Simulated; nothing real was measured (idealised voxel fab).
The following process module bears the name voxel gate over fins.
We display cut, a cross-section 255 nm in width whose square cells are each 5 nm.
Just so we're on the same page, the cross-sections are grids of square cells, and they're listed out in bands top to bottom, each band one or more rows deep.
Heads up on the band format: heights come first, top then bottom, in nm. After that it's the materials left to right, each with its width in nm. A single material flagged "full width" fills the whole band edge to edge, and "empty" means there's empty space there.
For the purposes of this specification, 0 denotes the height below which the wafer in its as-received condition is composed wholly of one material, and the lowermost band, lacking a lower limit, extends downward without end, as expressed in "0 and below".
The notation "30..40" denotes a width that varies across the rows of cells in the band, beginning at the first number in the top row, finishing at the second number in the bottom row, and changing by an identical amount from each row to the next.
Key: "identical to before" - step with no changed cell in the cross-section.
"Sealed cavities" - sealed voids, min. 8 cells, no opening to top; format: width x height at distance (distance from left edge; nm throughout).
That trailing text on a step's line, after the settings, is the simulator's own remark on the step.
If you see "overlay nm" on a step's line and that step has a mask, it's telling you how far right of where it was planned the mask ended up; a negative number means it went left instead.

-- Set out below are the planned steps of the process
1. RECEIVE with material Si
2. CONFORMAL_DEP with material SiN, thk nm 5
3. MASKED_ETCH with tone cover, mask id FINS, width nm 15, pitch nm 55, etch materials SiN, depth nm 5, overlay nm -15
4. MASKED_ETCH with tone cover, mask id FINS, width nm 15, pitch nm 55, etch materials Si, depth nm 40, overlay nm 0
5. FILL_DEP with material SiO2, thk nm 5
6. CMP with height nm 5
7. PATTERN with tone open, mask id RAIL, material resist, width nm 15, thk nm 20, overlay nm 0
8. DIRECTIONAL_ETCH with etch materials SiO2, depth nm 40
9. STRIP with etch materials resist
10. CONFORMAL_DEP with material TiN, thk nm 5
11. FILL_DEP with material Ru, thk nm 5
12. CMP with height nm 5
13. SELECTIVE_ETCH with etch materials W Ru TiN, depth nm 25
14. FILL_DEP with material SiO2, thk nm 5
15. CMP with height nm 5
16. SELECTIVE_ETCH with etch materials SiO2, depth nm 15
17. STRIP with etch materials SiN
18. CONFORMAL_DEP with material HfO2, thk nm 5
19. CONFORMAL_DEP with material TiN, thk nm 5
20. CONFORMAL_DEP with material TiAl, thk nm 5
21. CONFORMAL_DEP with material TiN, thk nm 5
22. FILL_DEP with material W, thk nm 15
23. CMP with height nm 30
24. CONFORMAL_DEP with material SiN, thk nm 10
varied across the wafers: overlay nm of step 3. The plan shows the first wafer's value. All wafers start alike

-- Cross-section of the first of several wafers as received (after step 1)
0 and below  Si full width
Sealed cavities: none

-- Wafer cross-section (first of several) - module end, post step 24 (last step)
40 down to 30  SiN full width
30 down to 20  W full width
20 down to 15  TiN (235), W (20)
15 down to 10  TiN (5), TiAl (225), TiN (5), W (20)
10 down to 5  TiN (5), TiAl (5), TiN (50), TiAl (5), TiN (50), TiAl (5), TiN (50), TiAl (5), TiN (50), TiAl (5), TiN (25)
5 down to 0  TiAl (10), TiN (5), HfO2 (40), TiN (5), TiAl (5), TiN (5), HfO2 (40), TiN (5), TiAl (5), TiN (5), HfO2 (40), TiN (5), TiAl (5), TiN (5), HfO2 (40), TiN (5), TiAl (30)
0 down to -5  TiN (15), HfO2 (5), Si (30), HfO2 (5), TiN (15), HfO2 (5), Si (30), HfO2 (5), TiN (15), HfO2 (5), Si (30), HfO2 (5), TiN (15), HfO2 (5), Si (30), HfO2 (5), TiN (35)
-5 down to -10  HfO2 (20), Si (30), HfO2 (25), Si (30), HfO2 (25), Si (30), HfO2 (25), Si (30), HfO2 (40)
-10 down to -20  SiO2 (20), Si (30), SiO2 (25), Si (30), SiO2 (25), Si (30), SiO2 (25), Si (30), SiO2 (40)
-20 down to -30  SiO2 (20), Si (30), SiO2 (10), TiN (5), Ru (5), TiN (5), Si (30), SiO2 (25), Si (30), SiO2 (25), Si (30), SiO2 (40)
-30 down to -35  SiO2 (20), Si (30), SiO2 (10), TiN (15), Si (30), SiO2 (25), Si (30), SiO2 (25), Si (30), SiO2 (40)
-35 down to -40  SiO2 (20), Si (30), SiO2 (25), Si (30), SiO2 (25), Si (30), SiO2 (25), Si (30), SiO2 (40)
-40 and below  Si full width
Sealed cavities: none

-- X-section, last wafer, module end
40 down to 30  SiN full width
30 down to 20  W full width
20 down to 15  W (15), TiN (235), W (5)
15 down to 10  W (15), TiN (5), TiAl (225), TiN (5), W (5)
10 down to 5  TiN (20), TiAl (5), TiN (50), TiAl (5), TiN (50), TiAl (5), TiN (50), TiAl (5), TiN (50), TiAl (5), TiN (10)
5 down to 0  TiAl (25), TiN (5), HfO2 (40), TiN (5), TiAl (5), TiN (5), HfO2 (40), TiN (5), TiAl (5), TiN (5), HfO2 (40), TiN (5), TiAl (5), TiN (5), HfO2 (40), TiN (5), TiAl (15)
0 down to -5  TiN (30), HfO2 (5), Si (30), HfO2 (5), TiN (15), HfO2 (5), Si (30), HfO2 (5), TiN (15), HfO2 (5), Si (30), HfO2 (5), TiN (15), HfO2 (5), Si (30), HfO2 (5), TiN (20)
-5 down to -10  HfO2 (35), Si (30), HfO2 (25), Si (30), HfO2 (25), Si (30), HfO2 (25), Si (30), HfO2 (25)
-10 down to -20  SiO2 (35), Si (30), SiO2 (25), Si (30), SiO2 (25), Si (30), SiO2 (25), Si (30), SiO2 (25)
-20 down to -35  SiO2 (35), Si (30), TiN (10), SiO2 (15), Si (30), SiO2 (25), Si (30), SiO2 (25), Si (30), SiO2 (25)
-35 down to -40  SiO2 (35), Si (30), SiO2 (25), Si (30), SiO2 (25), Si (30), SiO2 (25), Si (30), SiO2 (25)
-40 and below  Si full width
Sealed cavities: none

-- Per wafer (row), end of module: delta in cells per material since receipt, (+) for gained, (-) for lost; closed voids after that
overlay nm -15 | +67 HfO2 | +2 Ru | -216 Si | +102 SiN | +153 SiO2 | +61 TiAl | +129 TiN | +110 W | Sealed cavities: none
overlay nm -10 | +67 HfO2 | +2 Ru | -248 Si | +102 SiN | +177 SiO2 | +67 TiAl | +129 TiN | +112 W | Sealed cavities: none
overlay nm -5 | +67 HfO2 | +2 Ru | -280 Si | +102 SiN | +201 SiO2 | +67 TiAl | +135 TiN | +114 W | Sealed cavities: none
overlay nm 0 | +67 HfO2 | +2 Ru | -312 Si | +102 SiN | +225 SiO2 | +67 TiAl | +141 TiN | +116 W | Sealed cavities: none
overlay nm 5 | +67 HfO2 | +2 Ru | -280 Si | +102 SiN | +201 SiO2 | +67 TiAl | +135 TiN | +114 W | Sealed cavities: none
overlay nm 10 | +67 HfO2 | +2 Ru | -248 Si | +102 SiN | +177 SiO2 | +67 TiAl | +129 TiN | +112 W | Sealed cavities: none
overlay nm 15 | +67 HfO2 | -216 Si | +102 SiN | +156 SiO2 | +61 TiAl | +128 TiN | +110 W | Sealed cavities: none
